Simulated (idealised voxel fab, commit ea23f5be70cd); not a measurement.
Module name: voxel capacitor over wiring (process module)
We display cut, a cross-section 300 nm in width whose square cells are each 5 nm.
Bands, listed from the top down, are how a cross-section gets written in this document; the cross-section itself is a grid of square cells, and a band is one or more rows of them.
Within each band entry, the heights of the top and of the bottom of the band appear first, in that order and in nm; the materials of the band then follow from left to right, each with its corresponding width in nm. The designation "everywhere" on a single material indicates that it fills the band from edge to edge; the designation "air" indicates empty space.
For the purposes of this specification, 0 denotes the height below which the wafer in its as-received condition is composed wholly of one material, and the lowermost band, lacking a lower limit, extends downward without end, as expressed in "top 0, no bottom".
A width given as "30 to 40" starts at the first number in the band's top row and ends at the second number in its bottom row, shifting by an equal amount at every step from row to row.
Any step labelled "no alterations made" changed none of the cells in the cross-section.
Look at "Voids lacking openings" for the closed voids: empty spaces with no open path to the top, sized 8 cells or up. Each is width x height at distance, distance from the left edge, all nm.
What comes after the settings on a step's line is commentary from the simulator itself on that step.
"overlay nm" on a masked step: distance the mask lay right of its planned place, negative for left.

[plan]
1. RECEIVE (material Si)
2. CONFORMAL_DEP (material SiO2; thk nm 10)
3. CONFORMAL_DEP (material SiN; thk nm 5)
4. DIRECTIONAL_DEP (material SiO2; thk nm 25)
5. DIRECTIONAL_DEP (material aC; thk nm 10)
6. PATTERN (tone open; mask id METAL_1; material resist; width nm 30; pitch nm 85; thk nm 30; overlay nm 0)
7. DIRECTIONAL_ETCH (etch materials aC; depth nm 10)
8. STRIP (etch materials resist)
9. DIRECTIONAL_ETCH (etch materials SiO2; depth nm 25)
10. DIRECTIONAL_ETCH (etch materials SiN; depth nm 5)
11. STRIP (etch materials aC)
12. CONFORMAL_DEP (material TiN; thk nm 5)
13. FILL_DEP (material Cu; thk nm 10)
14. CMP (height nm 40)
15. CONFORMAL_DEP (material SiCN; thk nm 5)
16. DIRECTIONAL_DEP (material lowk; thk nm 20)
17. MASKED_ETCH (tone open; mask id PLUG_1; width nm 15; etch materials lowk; depth nm 20; overlay nm 0)
18. MASKED_ETCH (tone open; mask id PLUG_1; width nm 15; etch materials SiCN; depth nm 5; overlay nm 0)
19. EPI (material Ru; thk nm 10)
20. EPI (material Ru; thk nm 10)
21. EPI (material Ru; thk nm 5)
22. DIRECTIONAL_DEP (material TiN; thk nm 10)
23. DIRECTIONAL_DEP (material SiN; thk nm 5)
24. DIRECTIONAL_DEP (material TiN; thk nm 5)
25. MASKED_ETCH (tone cover; mask id UPPER_PLATE; width nm 60; etch materials TiN; depth nm 5; overlay nm 0)
26. MASKED_ETCH (tone cover; mask id UPPER_PLATE; width nm 60; etch materials SiN; depth nm 5; overlay nm 0)
27. PATTERN (tone cover; mask id LOWER_PLATE; material resist; width nm 70; thk nm 15; overlay nm 0)
28. DIRECTIONAL_ETCH (etch materials TiN; depth nm 10)
29. STRIP (etch materials resist)
30. FILL_DEP (material SiO2; thk nm 15)
31. CMP (height nm 95)
32. MASKED_ETCH (tone open; mask id PLUG_2; width nm 15; etch materials SiO2; depth nm 10; overlay nm 0)
33. CONFORMAL_DEP (material TiN; thk nm 5)
34. FILL_DEP (material W; thk nm 5)
35. CMP (height nm 95)
36. CONFORMAL_DEP (material SiCN; thk nm 5)

[Cross-section of the wafer upon arrival, representing the state reached after step 1]
* top 0, no bottom: Si everywhere
* Voids lacking openings: none

[Same starting wafer, same plan as above, one mistake in the execution; this is the cross-section at the end of the module]
* top 90, bottom 85: SiCN everywhere
* top 85, bottom 80: SiO2 105 nm, TiN 60 nm, SiO2 135 nm
* top 80, bottom 75: SiO2 105 nm, SiN 60 nm, SiO2 135 nm
* top 75, bottom 65: SiO2 100 nm, TiN 70 nm, SiO2 130 nm
* top 65, bottom 45: lowk 105 nm, Ru 15 nm, lowk 180 nm
* top 45, bottom 40: SiCN 105 nm, Ru 15 nm, SiCN 180 nm
* top 40, bottom 15: SiO2 90 nm, TiN 5 nm, Cu 20 nm, TiN 5 nm, SiO2 55 nm, TiN 5 nm, Cu 20 nm, TiN 5 nm, SiO2 95 nm
* top 15, bottom 10: SiN 90 nm, TiN 30 nm, SiN 55 nm, TiN 30 nm, SiN 95 nm
* top 10, bottom 0: SiO2 everywhere
* top 0, no bottom: Si everywhere
* Voids lacking openings: none
Nonconformance to the process plan: off-plan run, step 35, actual operation and settings CMP (height nm 85)
